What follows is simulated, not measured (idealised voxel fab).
The process module presented herein is designated voxel self aligned vias.
This is section cut - it's 225 nm across, gridded in 5 nm square cells.
Heads up, the way a cross-section reads in here is a grid of square cells, handed over as bands from the top down, with every band being one or more rows of cells. Per band: top height and bottom height in nm, followed by the left-to-right materials and their widths in nm; "throughout" marks a single material spanning edge to edge, "air" marks empty space. The reference from which all heights are counted is 0, the level beneath which the as-received wafer is entirely one material; the lowest band, having no lower bound, proceeds downward and is written after the example "0 and below". Top row gets the first number, bottom row gets the second, and each row in between changes by the same step: that is how a band width like "30..40" works. Reading "remained unchanged" for a step: not a cell of the cross-section changed in it. Empty spaces without an open route to the top, at least 8 cells in extent, make up the entry "Voids, enclosed"; each is given as width x height at distance, where the distance is measured from the left edge, and all are in nm. Text after the settings on a step's line: the simulator's own remark on that step. What "overlay nm" on a step's line means: if the step has a mask, that mask lay this far to the right of its planned place, or, when the value is negative, to the left.

### List of planned process steps
step 1: RECEIVE | material Si
step 2: CONFORMAL_DEP | material SiO2 | thk nm 15
step 3: CONFORMAL_DEP | material SiCN | thk nm 5
step 4: DIRECTIONAL_DEP | material lowk | thk nm 30
step 5: PATTERN | tone open | mask id LINES | material resist | width nm 25 | pitch nm 65 | thk nm 20 | overlay nm 0
step 6: DIRECTIONAL_ETCH | etch materials lowk | depth nm 30
step 7: STRIP | etch materials resist
step 8: CONFORMAL_DEP | material TiN | thk nm 5
step 9: FILL_DEP | material Ru | thk nm 10
step 10: CMP | height nm 50
step 11: SELECTIVE_ETCH | etch materials W Ru TiN | depth nm 10
step 12: FILL_DEP | material SiN | thk nm 10
step 13: CMP | height nm 50
step 14: DIRECTIONAL_DEP | material lowk | thk nm 15
step 15: MASKED_ETCH | tone open | mask id VIAS | width nm 35 | pitch nm 65 | etch materials lowk | depth nm 15 | overlay nm 0
step 16: MASKED_ETCH | tone open | mask id VIAS | width nm 35 | pitch nm 65 | etch materials SiN | depth nm 10 | overlay nm 0
step 17: CONFORMAL_DEP | material TiN | thk nm 5
step 18: FILL_DEP | material Ru | thk nm 10
step 19: CMP | height nm 65
step 20: CONFORMAL_DEP | material SiCN | thk nm 5

### Wafer at receipt (post step 1), cross-section
- 0 and below = Si throughout
- Voids, enclosed: none

### As-planned run: cross-section of the first of two wafers at end of module
- 70 down to 65 = SiCN throughout
- 65 down to 55 = lowk: 60 | TiN: 5 | Ru: 25 | TiN: 5 | lowk: 30 | TiN: 5 | Ru: 25 | TiN: 5 | lowk: 65
- 55 down to 45 = lowk: 60..65 | TiN: 10..5 | Ru: 15 | TiN: 10..5 | lowk: 30..40 | TiN: 10..5 | Ru: 15 | TiN: 10..5 | lowk: 65..70
- 45 down to 40 = lowk: 65 | TiN: 25 | lowk: 40 | TiN: 25 | lowk: 70
- 40 down to 25 = lowk: 65 | TiN: 5 | Ru: 15 | TiN: 5 | lowk: 40 | TiN: 5 | Ru: 15 | TiN: 5 | lowk: 70
- 25 down to 20 = lowk: 65 | TiN: 25 | lowk: 40 | TiN: 25 | lowk: 70
- 20 down to 15 = SiCN throughout
- 15 down to 0 = SiO2 throughout
- 0 and below = Si throughout
- Voids, enclosed: none

### Wafer two, sectioned after the module: the first wafer's start, the first wafer's plan, and one mistake in how it was run
- 70 down to 65 = SiCN throughout
- 65 down to 55 = lowk: 60 | TiN: 5 | W: 25 | TiN: 5 | lowk: 30 | TiN: 5 | W: 25 | TiN: 5 | lowk: 65
- 55 down to 45 = lowk: 60..65 | TiN: 10..5 | W: 15 | TiN: 10..5 | lowk: 30..40 | TiN: 10..5 | W: 15 | TiN: 10..5 | lowk: 65..70
- 45 down to 40 = lowk: 65 | TiN: 25 | lowk: 40 | TiN: 25 | lowk: 70
- 40 down to 25 = lowk: 65 | TiN: 5 | Ru: 15 | TiN: 5 | lowk: 40 | TiN: 5 | Ru: 15 | TiN: 5 | lowk: 70
- 25 down to 20 = lowk: 65 | TiN: 25 | lowk: 40 | TiN: 25 | lowk: 70
- 20 down to 15 = SiCN throughout
- 15 down to 0 = SiO2 throughout
- 0 and below = Si throughout
- Voids, enclosed: none
In executing the process, a mistake was made relative to the plan: not per plan at step 18, really ran FILL_DEP | material W | thk nm 10
Materials where the second wafer ends with more or fewer cells than the first: Ru -32, W +32
